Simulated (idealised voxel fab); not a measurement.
You're looking at the process module voxel lift off.
FYI the section here is cut, 285 nm wide, cells are 5 nm squares.
A cross-section in this document is a grid of square cells, and it is written down as bands, the top band listed before the ones below it; a band is made up of one or more rows of cells.
Read a band's entry like this: the first values are the height of its top and the height of its bottom in nm, and what follows is the sequence of materials from left to right, each with its width in nm. Note that "air" is empty space, and that a single material marked "everywhere" reaches across the band from edge to edge.
Heights are measured from 0, the level below which the as-received wafer is all one material; the lowest band has no bottom and continues downward, written as in "0 nm and below".
Width: "30..40" (first number = top row, second number = bottom row, same change from row to row of cells).
Key: "remains unaltered" - step with no changed cell in the cross-section.
Each empty space that has no open way to the top and spans at least 8 cells appears under "Cavities, closed" as width x height at distance, the distance counted from the left edge, all in nm.
On a step's line, text after the settings is the simulator commenting on that step.
overlay nm: for a step with a mask, the amount by which the mask lay right of where it was planned; a negative amount means left of it.

## These are the steps we planned for the process
1 RECEIVE: material Si
2 CONFORMAL_DEP: material Al2O3, thk nm 15
3 PATTERN: tone open, mask id LINES, material resist, width nm 20, pitch nm 40, thk nm 30, overlay nm 0
4 DIRECTIONAL_DEP: material Ru, thk nm 15
5 STRIP: etch materials resist
6 CONFORMAL_DEP: material SiO2, thk nm 5

## Here's what the wafer looked like in cross-section when it arrived - that's after step 1
> 0 nm and below: Si everywhere
> Cavities, closed: none

## Module complete, cross-section. Starting point and plan per above. One mistake made in running the module
> 35 nm to 30 nm: SiO2: 75, then air: 10, then SiO2: 30, then air: 10, then SiO2: 30, then air: 10, then SiO2: 30, then air: 10, then SiO2: 80
> 30 nm to 20 nm: Ru: 70, then SiO2: 5, then air: 10, then SiO2: 5, then Ru: 20, then SiO2: 5, then air: 10, then SiO2: 5, then Ru: 20, then SiO2: 5, then air: 10, then SiO2: 5, then Ru: 20, then SiO2: 5, then air: 10, then SiO2: 5, then Ru: 75
> 20 nm to 15 nm: Ru: 70, then SiO2: 20, then Ru: 20, then SiO2: 20, then Ru: 20, then SiO2: 20, then Ru: 20, then SiO2: 20, then Ru: 75
> 15 nm to 0 nm: Al2O3 everywhere
> 0 nm and below: Si everywhere
> Cavities, closed: none
what went wrong: note that step 3 departed from the planned setting and was carried out as PATTERN: tone cover, mask id LINES, material resist, width nm 20, pitch nm 40, thk nm 30, overlay nm 0
